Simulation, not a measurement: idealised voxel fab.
Process module in this document: voxel wiring stack
The cross-section on display is named cut; it measures 215 nm wide, and its cells are 5 nm squares.
Cross-section format: a grid of square cells, given as bands from top to bottom; each band is one or more rows of cells.
Heights first: top, then bottom, in nm. Then materials, left to right, each with a width in nm. "throughout" on a single material: fills the band edge to edge. "empty": empty space.
A quick word on heights: they are counted from 0, and under that level the wafer as it came to us is one material throughout. The lowest band is different from the rest in having no bottom; it simply continues downward, written as in "z 0 and below".
A width given as "30->40" starts at the first number in the band's top row and ends at the second number in its bottom row, shifting by an equal amount at every step from row to row.
"no change" (step): cross-section cells unchanged, all of them.
This entry, "Trapped void list", enumerates those empty regions of no fewer than 8 cells that possess no open connection to the top. Each region is reported in the form width x height at distance, the distance being taken from the left edge, with all three quantities expressed in nm.
The remark found on a step's line after its settings is issued by the simulator itself and pertains to that step.
"overlay nm" on a masked step: distance the mask lay right of its planned place, negative for left.
This section lists the process steps that were planned
1. RECEIVE with material Si
2. CONFORMAL_DEP with material SiO2, thk nm 10
3. CONFORMAL_DEP with material SiN, thk nm 5
4. DIRECTIONAL_DEP with material SiO2, thk nm 25
5. DIRECTIONAL_DEP with material aC, thk nm 15
6. PATTERN with tone open, mask id METAL_1, material resist, width nm 30, pitch nm 50, thk nm 30, overlay nm 0
7. DIRECTIONAL_ETCH with etch materials aC, depth nm 15
8. STRIP with etch materials resist
9. DIRECTIONAL_ETCH with etch materials SiO2, depth nm 25
10. DIRECTIONAL_ETCH with etch materials SiN, depth nm 5
11. STRIP with etch materials aC
12. CONFORMAL_DEP with material TiN, thk nm 5
13. FILL_DEP with material Cu, thk nm 5
14. CMP with height nm 40
15. CONFORMAL_DEP with material SiCN, thk nm 5
16. DIRECTIONAL_DEP with material SiO2, thk nm 35
17. DIRECTIONAL_DEP with material aC, thk nm 15
18. PATTERN with tone open, mask id METAL_2, material resist, width nm 30, pitch nm 50, thk nm 35, overlay nm 0
19. DIRECTIONAL_ETCH with etch materials aC, depth nm 15
20. STRIP with etch materials resist
21. DIRECTIONAL_ETCH with etch materials SiO2, depth nm 20
22. STRIP with etch materials aC
23. MASKED_ETCH with tone open, mask id METAL_2_HOLES, width nm 15, pitch nm 100, etch materials SiO2, depth nm 15, overlay nm 0
24. MASKED_ETCH with tone open, mask id METAL_2_HOLES, width nm 15, pitch nm 100, etch materials SiCN, depth nm 5, overlay nm 0
25. CONFORMAL_DEP with material TiN, thk nm 5
26. FILL_DEP with material Cu, thk nm 5
27. CMP with height nm 80
28. CONFORMAL_DEP with material SiCN, thk nm 5
29. DIRECTIONAL_DEP with material SiO2, thk nm 15
30. MASKED_ETCH with tone open, mask id PLUG_2, width nm 15, pitch nm 50, etch materials SiO2, depth nm 15, overlay nm 0
31. MASKED_ETCH with tone open, mask id PLUG_2, width nm 15, pitch nm 50, etch materials SiCN, depth nm 5, overlay nm 0
32. CONFORMAL_DEP with material TiN, thk nm 5
33. FILL_DEP with material Ru, thk nm 10
34. CMP with height nm 100
35. CONFORMAL_DEP with material SiCN, thk nm 5
36. DIRECTIONAL_DEP with material SiO2, thk nm 20
37. DIRECTIONAL_DEP with material aC, thk nm 15
38. PATTERN with tone open, mask id METAL_3, material resist, width nm 30, pitch nm 50, thk nm 35, overlay nm 0
39. DIRECTIONAL_ETCH with etch materials aC, depth nm 15
40. STRIP with etch materials resist
41. DIRECTIONAL_ETCH with etch materials SiO2, depth nm 20
42. DIRECTIONAL_ETCH with etch materials SiCN, depth nm 5
43. STRIP with etch materials aC
44. CONFORMAL_DEP with material TiN, thk nm 5
45. FILL_DEP with material Cu, thk nm 5
46. CMP with height nm 125
47. CONFORMAL_DEP with material SiCN, thk nm 5
48. DIRECTIONAL_DEP with material lowk, thk nm 10
49. PATTERN with tone open, mask id PLUG_3, material resist, width nm 15, pitch nm 50, thk nm 15, overlay nm 0
50. DIRECTIONAL_ETCH with etch materials lowk, depth nm 10
51. DIRECTIONAL_ETCH with etch materials SiCN, depth nm 5
52. STRIP with etch materials resist
53. CONFORMAL_DEP with material TiN, thk nm 5
54. FILL_DEP with material Ru, thk nm 10
55. CMP with height nm 140
56. DIRECTIONAL_DEP with material TiN, thk nm 5
57. DIRECTIONAL_DEP with material W, thk nm 20
58. DIRECTIONAL_DEP with material aC, thk nm 10
59. PATTERN with tone cover, mask id METAL_4, material resist, width nm 30, pitch nm 50, thk nm 25, overlay nm 0
60. DIRECTIONAL_ETCH with etch materials aC, depth nm 10
61. STRIP with etch materials resist
62. DIRECTIONAL_ETCH with etch materials W, depth nm 20
63. DIRECTIONAL_ETCH with etch materials TiN, depth nm 5
64. STRIP with etch materials aC
65. CONFORMAL_DEP with material SiCN, thk nm 5
66. FILL_DEP with material SiO2, thk nm 10
67. CMP with height nm 165
68. CONFORMAL_DEP with material SiN, thk nm 5
Shown in cross-section is the wafer as received, that is, as it stands after step 1
* z 0 and below = Si throughout
* Trapped void list: none
As-planned run: cross-section of the first of two wafers at end of module
* z 170 to 165 = SiN throughout
* z 165 to 145 = SiO2 (10) / SiCN (5) / W (30) / SiCN (5) / SiO2 (10) / SiCN (5) / W (30) / SiCN (5) / SiO2 (10) / SiCN (5) / W (30) / SiCN (5) / SiO2 (10) / SiCN (5) / W (30) / SiCN (5) / SiO2 (15)
* z 145 to 140 = SiCN (15) / TiN (30) / SiCN (20) / TiN (30) / SiCN (20) / TiN (30) / SiCN (20) / TiN (30) / SiCN (20)
* z 140 to 130 = lowk (15) / TiN (5) / Ru (5) / TiN (5) / lowk (35) / TiN (5) / Ru (5) / TiN (5) / lowk (35) / TiN (5) / Ru (5) / TiN (5) / lowk (35) / TiN (5) / Ru (5) / TiN (5) / lowk (35)
* z 130 to 125 = SiCN (15) / TiN (15) / SiCN (35) / TiN (15) / SiCN (35) / TiN (15) / SiCN (35) / TiN (15) / SiCN (35)
* z 125 to 105 = SiO2 (15) / TiN (5) / Cu (20) / TiN (5) / SiO2 (20) / TiN (5) / Cu (20) / TiN (5) / SiO2 (20) / TiN (5) / Cu (20) / TiN (5) / SiO2 (20) / TiN (5) / Cu (20) / TiN (5) / SiO2 (20)
* z 105 to 100 = SiCN (15) / TiN (30) / SiCN (20) / TiN (30) / SiCN (20) / TiN (30) / SiCN (20) / TiN (30) / SiCN (20)
* z 100 to 85 = SiO2 (15) / TiN (5) / Ru (5) / TiN (5) / SiO2 (35) / TiN (5) / Ru (5) / TiN (5) / SiO2 (35) / TiN (5) / Ru (5) / TiN (5) / SiO2 (35) / TiN (5) / Ru (5) / TiN (5) / SiO2 (35)
* z 85 to 80 = SiCN (15) / TiN (15) / SiCN (35) / TiN (15) / SiCN (35) / TiN (15) / SiCN (35) / TiN (15) / SiCN (35)
* z 80 to 65 = SiO2 (15) / TiN (5) / Cu (20) / TiN (5) / SiO2 (20) / TiN (5) / Cu (20) / TiN (5) / SiO2 (20) / TiN (5) / Cu (20) / TiN (5) / SiO2 (20) / TiN (5) / Cu (20) / TiN (5) / SiO2 (20)
* z 65 to 60 = SiO2 (15) / TiN (5) / Cu (5) / TiN (20) / SiO2 (20) / TiN (30) / SiO2 (20) / TiN (5) / Cu (5) / TiN (20) / SiO2 (20) / TiN (30) / SiO2 (20)
* z 60 to 45 = SiO2 (15) / TiN (5) / Cu (5) / TiN (5) / SiO2 (85) / TiN (5) / Cu (5) / TiN (5) / SiO2 (85)
* z 45 to 40 = SiCN (15) / TiN (15) / SiCN (85) / TiN (15) / SiCN (85)
* z 40 to 15 = SiO2 (15) / TiN (5) / Cu (20) / TiN (5) / SiO2 (20) / TiN (5) / Cu (20) / TiN (5) / SiO2 (20) / TiN (5) / Cu (20) / TiN (5) / SiO2 (20) / TiN (5) / Cu (20) / TiN (5) / SiO2 (20)
* z 15 to 10 = SiN (15) / TiN (30) / SiN (20) / TiN (30) / SiN (20) / TiN (30) / SiN (20) / TiN (30) / SiN (20)
* z 10 to 0 = SiO2 throughout
* z 0 and below = Si throughout
* Trapped void list: none
Now the second wafer, cross-sectioned at the end of the module. Nothing different at the start, nothing different in the plan compared with the first, just one mistake when it was actually run
* z 170 to 165 = SiN throughout
* z 165 to 145 = W (15) / SiCN (5) / SiO2 (20) / SiCN (5) / W (20) / SiCN (5) / SiO2 (20) / SiCN (5) / W (20) / SiCN (5) / SiO2 (20) / SiCN (5) / W (20) / SiCN (5) / SiO2 (20) / SiCN (5) / W (20)
* z 145 to 140 = TiN (15) / SiCN (30) / TiN (20) / SiCN (30) / TiN (20) / SiCN (30) / TiN (20) / SiCN (30) / TiN (20)
* z 140 to 130 = lowk (15) / TiN (5) / Ru (5) / TiN (5) / lowk (35) / TiN (5) / Ru (5) / TiN (5) / lowk (35) / TiN (5) / Ru (5) / TiN (5) / lowk (35) / TiN (5) / Ru (5) / TiN (5) / lowk (35)
* z 130 to 125 = SiCN (15) / TiN (15) / SiCN (35) / TiN (15) / SiCN (35) / TiN (15) / SiCN (35) / TiN (15) / SiCN (35)
* z 125 to 105 = SiO2 (15) / TiN (5) / Cu (20) / TiN (5) / SiO2 (20) / TiN (5) / Cu (20) / TiN (5) / SiO2 (20) / TiN (5) / Cu (20) / TiN (5) / SiO2 (20) / TiN (5) / Cu (20) / TiN (5) / SiO2 (20)
* z 105 to 100 = SiCN (15) / TiN (30) / SiCN (20) / TiN (30) / SiCN (20) / TiN (30) / SiCN (20) / TiN (30) / SiCN (20)
* z 100 to 85 = SiO2 (15) / TiN (5) / Ru (5) / TiN (5) / SiO2 (35) / TiN (5) / Ru (5) / TiN (5) / SiO2 (35) / TiN (5) / Ru (5) / TiN (5) / SiO2 (35) / TiN (5) / Ru (5) / TiN (5) / SiO2 (35)
* z 85 to 80 = SiCN (15) / TiN (15) / SiCN (35) / TiN (15) / SiCN (35) / TiN (15) / SiCN (35) / TiN (15) / SiCN (35)
* z 80 to 65 = SiO2 (15) / TiN (5) / Cu (20) / TiN (5) / SiO2 (20) / TiN (5) / Cu (20) / TiN (5) / SiO2 (20) / TiN (5) / Cu (20) / TiN (5) / SiO2 (20) / TiN (5) / Cu (20) / TiN (5) / SiO2 (20)
* z 65 to 60 = SiO2 (15) / TiN (5) / Cu (5) / TiN (20) / SiO2 (20) / TiN (30) / SiO2 (20) / TiN (5) / Cu (5) / TiN (20) / SiO2 (20) / TiN (30) / SiO2 (20)
* z 60 to 45 = SiO2 (15) / TiN (5) / Cu (5) / TiN (5) / SiO2 (85) / TiN (5) / Cu (5) / TiN (5) / SiO2 (85)
* z 45 to 40 = SiCN (15) / TiN (15) / SiCN (85) / TiN (15) / SiCN (85)
* z 40 to 15 = SiO2 (15) / TiN (5) / Cu (20) / TiN (5) / SiO2 (20) / TiN (5) / Cu (20) / TiN (5) / SiO2 (20) / TiN (5) / Cu (20) / TiN (5) / SiO2 (20) / TiN (5) / Cu (20) / TiN (5) / SiO2 (20)
* z 15 to 10 = SiN (15) / TiN (30) / SiN (20) / TiN (30) / SiN (20) / TiN (30) / SiN (20) / TiN (30) / SiN (20)
* z 10 to 0 = SiO2 throughout
* z 0 and below = Si throughout
* Trapped void list: none
Deviation noted in wafer processing: so step 59 ended up running with a different setting than we planned, it ran as PATTERN with tone open, mask id METAL_4, material resist, width nm 30, pitch nm 50, thk nm 25, overlay nm 0
Upon completion, the second wafer contains, in terms of cells, a greater or smaller amount of certain materials than the first wafer: SiCN +5, SiO2 +20, TiN -5, W -20
